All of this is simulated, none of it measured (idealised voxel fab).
This section sets out a process module, namely voxel ribs on slabs.
Shown is cross-section cut, with a width of 235 nm and square cells of size 5 nm.
When this document writes out a cross-section, it uses a grid of square cells and lists it as bands, beginning at the top and moving down, with a band standing for one or more rows of cells.
Look at the band entry: it leads with the top's height and the bottom's height in nm. Then it lists the materials left to right, with a width in nm for each. The word "everywhere" on a single material says that material fills the band edge to edge. The word "air" is empty space.
Note: height 0 marks the level under which the wafer is uniformly one material as received. Lowest band unbounded below, written "0 -> down".
Top row gets the first number, bottom row gets the second, and each row in between changes by the same step: that is how a band width like "30->40" works.
It should be understood that the words "nothing got changed", when stated for a given step, signify that the cross-section underwent no change in any of its cells during that step.
"Cavities, sealed": empty spaces of 8 cells or more with no open way to the top, each given as width x height at distance, distance from the left edge, all in nm.
On each step's line, the part that comes after the settings is the simulator's own comment on the step.
overlay nm, on a step with a mask: how far to the right of its planned place the mask lay; to the left if negative

The steps planned for the process are as follows
1 RECEIVE | material Si
2 DIRECTIONAL_DEP | material SiO2 | thk nm 25
3 DIRECTIONAL_DEP | material polySi | thk nm 20
4 DIRECTIONAL_DEP | material aC | thk nm 10
5 PATTERN | tone cover | mask id RIB | material resist | width nm 30 | thk nm 25 | overlay nm 0
6 DIRECTIONAL_ETCH | etch materials aC | depth nm 10
7 STRIP | etch materials resist
8 DIRECTIONAL_ETCH | etch materials polySi | depth nm 10
9 STRIP | etch materials aC
10 MASKED_ETCH | tone cover | mask id SLAB | width nm 80 | etch materials polySi | depth nm 10 | overlay nm 0
11 FILL_DEP | material SiO2 | thk nm 25
12 CMP | height nm 60
13 DIRECTIONAL_DEP | material TiN | thk nm 5
14 PATTERN | tone cover | mask id HEATER | material resist | width nm 40 | thk nm 15 | overlay nm 0
15 DIRECTIONAL_ETCH | etch materials TiN | depth nm 5
16 STRIP | etch materials resist
17 CONFORMAL_DEP | material SiO2 | thk nm 5

First of the two wafers, run per plan

Cross-section of the wafer upon arrival, representing the state reached after step 1
> 0 -> down  Si everywhere
> Cavities, sealed: none

Cross-sectional representation of the wafer at the conclusion of step 2
> 25 -> 0  SiO2 everywhere
> Under the height 0 nothing was changed.

Cross-sectional representation of the wafer at the conclusion of step 3
> 45 -> 25  polySi everywhere
> Under the height 25 nothing was changed.

Cross-sectional representation of the wafer at the conclusion of step 4
> 55 -> 45  aC everywhere
> Under the height 45 nothing was changed.

Cross-sectional representation of the wafer at the conclusion of step 5
> 80 -> 55  100 air, then 30 resist, then 105 air
> Under the height 55 nothing was changed.

Cross-sectional representation of the wafer at the conclusion of step 6
> 70 -> 55  100 air, then 30 resist, then 105 air
> 55 -> 45  100 air, then 30 aC, then 105 air
> Under the height 45 nothing was changed.

Cross-sectional representation of the wafer at the conclusion of step 7
> 55 -> 45  100 air, then 30 aC, then 105 air
> Under the height 45 nothing was changed.

Cross-sectional representation of the wafer at the conclusion of step 8
> 55 -> 45  100 air, then 30 aC, then 105 air
> 45 -> 35  100 air, then 30 polySi, then 105 air
> Under the height 35 nothing was changed.

Cross-sectional representation of the wafer at the conclusion of step 9
> 45 -> 35  100 air, then 30 polySi, then 105 air
> Under the height 35 nothing was changed.

Cross-sectional representation of the wafer at the conclusion of step 10
> 45 -> 35  100 air, then 30 polySi, then 105 air
> 35 -> 25  75 air, then 80 polySi, then 80 air
> Under the height 25 nothing was changed.

Cross-sectional representation of the wafer at the conclusion of step 11
> 70 -> 45  SiO2 everywhere
> 45 -> 35  100 SiO2, then 30 polySi, then 105 SiO2
> 35 -> 25  75 SiO2, then 80 polySi, then 80 SiO2
> Under the height 25 nothing was changed.

Cross-sectional representation of the wafer at the conclusion of step 12
> 60 -> 45  SiO2 everywhere
> Under the height 45 nothing was changed.

Cross-sectional representation of the wafer at the conclusion of step 13
> 65 -> 60  TiN everywhere
> Under the height 60 nothing was changed.

Cross-sectional representation of the wafer at the conclusion of step 14
> 80 -> 65  95 air, then 40 resist, then 100 air
> Under the height 65 nothing was changed.

Cross-sectional representation of the wafer at the conclusion of step 15
> 80 -> 65  95 air, then 40 resist, then 100 air
> 65 -> 60  95 air, then 40 TiN, then 100 air
> Under the height 60 nothing was changed.

Cross-sectional representation of the wafer at the conclusion of step 16
> 65 -> 60  95 air, then 40 TiN, then 100 air
> Under the height 60 nothing was changed.

Cross-sectional representation of the wafer at the conclusion of step 17
> 70 -> 65  90 air, then 50 SiO2, then 95 air
> 65 -> 60  95 SiO2, then 40 TiN, then 100 SiO2
> Under the height 60 nothing was changed.

The remaining wafer, second of the two, started like the first and was run to the same plan, except that one mistake was made along the way; the two coincide through step 16, inclusive

Planned end of step 17: second wafer, cross-section: nothing got changed
Finding, execution versus plan: step 17 in the plan did not get run; it was skipped
Final cells, second wafer relative to first, materials higher or lower: 49 fewer of SiO2
